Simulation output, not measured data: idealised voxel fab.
process module | voxel gate over fins
cross-section cut | 180 nm wide | cells 5 nm
A cross-section is a grid of square cells, given in bands from the top down. A band is one or more rows of cells.
Each band's line starts with the height of the band's top and of its bottom, in nm. Then come its materials from left to right, each with its width in nm. One material with "throughout" fills the band from edge to edge. "air" is empty space.
Height 0 is the level under which the wafer as received is all one material. The lowest band goes on downwards, as in "0 down".
A width such as "30 to 40" changes by the same amount from each row of cells to the next, from the band's top row to its bottom row.
"no change" after a step means that no cell of the cross-section changed.
closed voids: empty space of 8 cells or more with no open way to the top, each as width x height at its distance from the left edge, in nm
after a step's settings: what the simulator itself notes on the step
overlay nm, on a step with a mask: how far to the right of its planned place the mask lay; to the left if negative
plan
1 op RECEIVE | material Si
2 op CONFORMAL_DEP | material SiN | thk nm 5
3 op MASKED_ETCH | tone cover | mask id FINS | width nm 15 | pitch nm 55 | etch materials SiN | depth nm 5 | overlay nm 0
4 op MASKED_ETCH | tone cover | mask id FINS | width nm 15 | pitch nm 55 | etch materials Si | depth nm 35 | overlay nm 0
5 op FILL_DEP | material SiO2 | thk nm 15
6 op CMP | height nm 5
7 op MASKED_ETCH | tone open | mask id RAIL | width nm 15 | etch materials SiO2 | depth nm 35 | overlay nm 0
8 op CONFORMAL_DEP | material TiN | thk nm 5
9 op FILL_DEP | material Ru | thk nm 5
10 op CMP | height nm 5
11 op SELECTIVE_ETCH | etch materials W Ru TiN | depth nm 20
12 op FILL_DEP | material SiO2 | thk nm 5
13 op CMP | height nm 5
14 op SELECTIVE_ETCH | etch materials SiO2 | depth nm 15
15 op STRIP | etch materials SiN
16 op CONFORMAL_DEP | material HfO2 | thk nm 5
17 op CONFORMAL_DEP | material TiN | thk nm 5
18 op FILL_DEP | material W | thk nm 10
19 op CMP | height nm 15
20 op CONFORMAL_DEP | material SiCN | thk nm 10
first wafer, as planned
as received, after step 1
  0 down: Si throughout
  closed voids: none
after step 2
  5 to 0: SiN throughout
  below 0: unchanged
after step 3
  5 to 0: air 25 | SiN 15 | air 40 | SiN 15 | air 40 | SiN 15 | air 30
  below 0: unchanged
after step 4
  5 to 0: air 25 | SiN 15 | air 40 | SiN 15 | air 40 | SiN 15 | air 30
  0 to -35: air 25 | Si 15 | air 40 | Si 15 | air 40 | Si 15 | air 30
  below -35: unchanged
after step 5
  20 to 5: SiO2 throughout
  5 to 0: SiO2 25 | SiN 15 | SiO2 40 | SiN 15 | SiO2 40 | SiN 15 | SiO2 30
  0 to -35: SiO2 25 | Si 15 | SiO2 40 | Si 15 | SiO2 40 | Si 15 | SiO2 30
  below -35: unchanged
after step 6
  5 to 0: SiO2 25 | SiN 15 | SiO2 40 | SiN 15 | SiO2 40 | SiN 15 | SiO2 30
  below 0: unchanged
after step 7
  5 to 0: SiO2 25 | SiN 15 | SiO2 10 | air 15 | SiO2 15 | SiN 15 | SiO2 40 | SiN 15 | SiO2 30
  0 to -30: SiO2 25 | Si 15 | SiO2 10 | air 15 | SiO2 15 | Si 15 | SiO2 40 | Si 15 | SiO2 30
  below -30: unchanged
after step 8
  10 to 5: TiN 55 | air 5 | TiN 120
  5 to 0: SiO2 25 | SiN 15 | SiO2 10 | TiN 5 | air 5 | TiN 5 | SiO2 15 | SiN 15 | SiO2 40 | SiN 15 | SiO2 30
  0 to -25: SiO2 25 | Si 15 | SiO2 10 | TiN 5 | air 5 | TiN 5 | SiO2 15 | Si 15 | SiO2 40 | Si 15 | SiO2 30
  -25 to -30: SiO2 25 | Si 15 | SiO2 10 | TiN 15 | SiO2 15 | Si 15 | SiO2 40 | Si 15 | SiO2 30
  below -30: unchanged
after step 9
  15 to 10: Ru throughout
  10 to 5: TiN 55 | Ru 5 | TiN 120
  5 to 0: SiO2 25 | SiN 15 | SiO2 10 | TiN 5 | Ru 5 | TiN 5 | SiO2 15 | SiN 15 | SiO2 40 | SiN 15 | SiO2 30
  0 to -25: SiO2 25 | Si 15 | SiO2 10 | TiN 5 | Ru 5 | TiN 5 | SiO2 15 | Si 15 | SiO2 40 | Si 15 | SiO2 30
  below -25: unchanged
after step 10
  5 to 0: SiO2 25 | SiN 15 | SiO2 10 | TiN 5 | Ru 5 | TiN 5 | SiO2 15 | SiN 15 | SiO2 40 | SiN 15 | SiO2 30
  below 0: unchanged
after step 11
  5 to 0: SiO2 25 | SiN 15 | SiO2 10 | air 15 | SiO2 15 | SiN 15 | SiO2 40 | SiN 15 | SiO2 30
  0 to -15: SiO2 25 | Si 15 | SiO2 10 | air 15 | SiO2 15 | Si 15 | SiO2 40 | Si 15 | SiO2 30
  below -15: unchanged
after step 12
  10 to 5: SiO2 throughout
  5 to 0: SiO2 25 | SiN 15 | SiO2 40 | SiN 15 | SiO2 40 | SiN 15 | SiO2 30
  0 to -15: SiO2 25 | Si 15 | SiO2 40 | Si 15 | SiO2 40 | Si 15 | SiO2 30
  below -15: unchanged
after step 13
  5 to 0: SiO2 25 | SiN 15 | SiO2 40 | SiN 15 | SiO2 40 | SiN 15 | SiO2 30
  below 0: unchanged
after step 14
  5 to 0: air 25 | SiN 15 | air 40 | SiN 15 | air 40 | SiN 15 | air 30
  0 to -10: air 25 | Si 15 | air 40 | Si 15 | air 40 | Si 15 | air 30
  below -10: unchanged
after step 15
  0 to -10: air 25 | Si 15 | air 40 | Si 15 | air 40 | Si 15 | air 30
  below -10: unchanged
after step 16
  5 to 0: air 20 | HfO2 25 | air 30 | HfO2 25 | air 30 | HfO2 25 | air 25
  0 to -5: air 20 | HfO2 5 | Si 15 | HfO2 5 | air 30 | HfO2 5 | Si 15 | HfO2 5 | air 30 | HfO2 5 | Si 15 | HfO2 5 | air 25
  -5 to -10: HfO2 25 | Si 15 | HfO2 40 | Si 15 | HfO2 40 | Si 15 | HfO2 30
  below -10: unchanged
after step 17
  10 to 5: air 15 | TiN 35 | air 20 | TiN 35 | air 20 | TiN 35 | air 20
  5 to 0: air 15 | TiN 5 | HfO2 25 | TiN 5 | air 20 | TiN 5 | HfO2 25 | TiN 5 | air 20 | TiN 5 | HfO2 25 | TiN 5 | air 20
  0 to -5: TiN 20 | HfO2 5 | Si 15 | HfO2 5 | TiN 30 | HfO2 5 | Si 15 | HfO2 5 | TiN 30 | HfO2 5 | Si 15 | HfO2 5 | TiN 25
  below -5: unchanged
after step 18
  20 to 10: W throughout
  10 to 5: W 15 | TiN 35 | W 20 | TiN 35 | W 20 | TiN 35 | W 20
  5 to 0: W 15 | TiN 5 | HfO2 25 | TiN 5 | W 20 | TiN 5 | HfO2 25 | TiN 5 | W 20 | TiN 5 | HfO2 25 | TiN 5 | W 20
  below 0: unchanged
after step 19
  15 to 10: W throughout
  below 10: unchanged
after step 20
  25 to 15: SiCN throughout
  below 15: unchanged
second wafer: like start, like plan, one mistake. Through step 3 it matches the first wafer
when step 4 should have ended
  5 to 0: air 25 | SiN 15 | air 40 | SiN 15 | air 40 | SiN 15 | air 30
  0 to -45: air 25 | Si 15 | air 40 | Si 15 | air 40 | Si 15 | air 30
  below -45: unchanged
when step 5 should have ended
  20 to 5: SiO2 throughout
  5 to 0: SiO2 25 | SiN 15 | SiO2 40 | SiN 15 | SiO2 40 | SiN 15 | SiO2 30
  0 to -45: SiO2 25 | Si 15 | SiO2 40 | Si 15 | SiO2 40 | Si 15 | SiO2 30
  below -45: unchanged
when step 6 should have ended
  5 to 0: SiO2 25 | SiN 15 | SiO2 40 | SiN 15 | SiO2 40 | SiN 15 | SiO2 30
  below 0: unchanged
when step 7 should have ended
  5 to 0: SiO2 25 | SiN 15 | SiO2 10 | air 15 | SiO2 15 | SiN 15 | SiO2 40 | SiN 15 | SiO2 30
  0 to -30: SiO2 25 | Si 15 | SiO2 10 | air 15 | SiO2 15 | Si 15 | SiO2 40 | Si 15 | SiO2 30
  below -30: unchanged
when step 8 should have ended
  10 to 5: TiN 55 | air 5 | TiN 120
  5 to 0: SiO2 25 | SiN 15 | SiO2 10 | TiN 5 | air 5 | TiN 5 | SiO2 15 | SiN 15 | SiO2 40 | SiN 15 | SiO2 30
  0 to -25: SiO2 25 | Si 15 | SiO2 10 | TiN 5 | air 5 | TiN 5 | SiO2 15 | Si 15 | SiO2 40 | Si 15 | SiO2 30
  -25 to -30: SiO2 25 | Si 15 | SiO2 10 | TiN 15 | SiO2 15 | Si 15 | SiO2 40 | Si 15 | SiO2 30
  below -30: unchanged
when step 9 should have ended
  15 to 10: Ru throughout
  10 to 5: TiN 55 | Ru 5 | TiN 120
  5 to 0: SiO2 25 | SiN 15 | SiO2 10 | TiN 5 | Ru 5 | TiN 5 | SiO2 15 | SiN 15 | SiO2 40 | SiN 15 | SiO2 30
  0 to -25: SiO2 25 | Si 15 | SiO2 10 | TiN 5 | Ru 5 | TiN 5 | SiO2 15 | Si 15 | SiO2 40 | Si 15 | SiO2 30
  below -25: unchanged
when step 10 should have ended
  5 to 0: SiO2 25 | SiN 15 | SiO2 10 | TiN 5 | Ru 5 | TiN 5 | SiO2 15 | SiN 15 | SiO2 40 | SiN 15 | SiO2 30
  below 0: unchanged
when step 11 should have ended
  5 to 0: SiO2 25 | SiN 15 | SiO2 10 | air 15 | SiO2 15 | SiN 15 | SiO2 40 | SiN 15 | SiO2 30
  0 to -15: SiO2 25 | Si 15 | SiO2 10 | air 15 | SiO2 15 | Si 15 | SiO2 40 | Si 15 | SiO2 30
  below -15: unchanged
when step 12 should have ended
  10 to 5: SiO2 throughout
  5 to 0: SiO2 25 | SiN 15 | SiO2 40 | SiN 15 | SiO2 40 | SiN 15 | SiO2 30
  0 to -15: SiO2 25 | Si 15 | SiO2 40 | Si 15 | SiO2 40 | Si 15 | SiO2 30
  below -15: unchanged
when step 13 should have ended
  5 to 0: SiO2 25 | SiN 15 | SiO2 40 | SiN 15 | SiO2 40 | SiN 15 | SiO2 30
  below 0: unchanged
when step 14 should have ended
  5 to 0: air 25 | SiN 15 | air 40 | SiN 15 | air 40 | SiN 15 | air 30
  0 to -10: air 25 | Si 15 | air 40 | Si 15 | air 40 | Si 15 | air 30
  below -10: unchanged
when step 15 should have ended
  0 to -10: air 25 | Si 15 | air 40 | Si 15 | air 40 | Si 15 | air 30
  below -10: unchanged
when step 16 should have ended
  5 to 0: air 20 | HfO2 25 | air 30 | HfO2 25 | air 30 | HfO2 25 | air 25
  0 to -5: air 20 | HfO2 5 | Si 15 | HfO2 5 | air 30 | HfO2 5 | Si 15 | HfO2 5 | air 30 | HfO2 5 | Si 15 | HfO2 5 | air 25
  -5 to -10: HfO2 25 | Si 15 | HfO2 40 | Si 15 | HfO2 40 | Si 15 | HfO2 30
  below -10: unchanged
when step 17 should have ended
  10 to 5: air 15 | TiN 35 | air 20 | TiN 35 | air 20 | TiN 35 | air 20
  5 to 0: air 15 | TiN 5 | HfO2 25 | TiN 5 | air 20 | TiN 5 | HfO2 25 | TiN 5 | air 20 | TiN 5 | HfO2 25 | TiN 5 | air 20
  0 to -5: TiN 20 | HfO2 5 | Si 15 | HfO2 5 | TiN 30 | HfO2 5 | Si 15 | HfO2 5 | TiN 30 | HfO2 5 | Si 15 | HfO2 5 | TiN 25
  below -5: unchanged
when step 18 should have ended
  20 to 10: W throughout
  10 to 5: W 15 | TiN 35 | W 20 | TiN 35 | W 20 | TiN 35 | W 20
  5 to 0: W 15 | TiN 5 | HfO2 25 | TiN 5 | W 20 | TiN 5 | HfO2 25 | TiN 5 | W 20 | TiN 5 | HfO2 25 | TiN 5 | W 20
  below 0: unchanged
when step 19 should have ended
  15 to 10: W throughout
  below 10: unchanged
when step 20 should have ended
  25 to 15: SiCN throughout
  below 15: unchanged
what went wrong: step 4 ran as: op MASKED_ETCH | tone cover | mask id FINS | width nm 15 | pitch nm 55 | etch materials Si | depth nm 45 | overlay nm 0
at the end the second wafer has, in cells: 54 fewer of Si | 54 more of SiO2
